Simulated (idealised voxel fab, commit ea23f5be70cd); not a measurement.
The following process module bears the name voxel local oxidation.
For reference, the cross-section in this document is cut, with width 255 nm and square cells of 5 nm.
How to read a cross-section here: the picture is a grid of square cells, written as bands going from the top down, and any band can span one or more rows of cells. Read a band's entry like this: the first values are the height of its top and the height of its bottom in nm, and what follows is the sequence of materials from left to right, each with its width in nm. Note that "empty" is empty space, and that a single material marked "everywhere" reaches across the band from edge to edge. Below 0: as-received wafer, all one material; heights counted from there. Lowest band: no bottom, goes on down, written "0 down". Width spec "30 to 40" -> top row of cells at first value, bottom row at second value, equal per-row change in between. "remained unchanged" for a step: no cell of the cross-section changed in that step. Empty spaces without an open route to the top, at least 8 cells in extent, make up the entry "Closed cavity list"; each is given as width x height at distance, where the distance is measured from the left edge, and all are in nm. What comes after the settings on a step's line is commentary from the simulator itself on that step. Each step line may optionally specify "overlay nm", which for a step with a mask gives the rightward distance between the mask's planned place and where it lay, a negative value indicating the leftward direction.
**The following list gives the planned process steps**
1 RECEIVE [material Si]
2 OXIDIZE [depth nm 5]
3 CONFORMAL_DEP [material SiN] [thk nm 10]
4 PATTERN [tone cover] [mask id ACTIVE] [material resist] [width nm 105] [thk nm 20] [overlay nm 0]
5 DIRECTIONAL_ETCH [etch materials SiN] [depth nm 10]
6 STRIP [etch materials resist]
7 SELECTIVE_ETCH [etch materials SiO2] [depth nm 5]
8 OXIDIZE [depth nm 10]
9 STRIP [etch materials SiN]
**Cross-section: wafer on arrival = after step 1**
  0 down: Si everywhere
  Closed cavity list: none
**Starting wafer: above. Plan: above. Run: one mistake. Cross-section after the module: below**
  0 to -5: 85 empty  90 SiO2  80 empty
  -5 to -15: 95 SiO2  70 Si  90 SiO2
  -15 down: Si everywhere
  Closed cavity list: none
The mistake made against the process plan was this: rather than as planned, step 4 actually ran as PATTERN [tone cover] [mask id ACTIVE] [material resist] [width nm 100] [thk nm 20] [overlay nm 0]
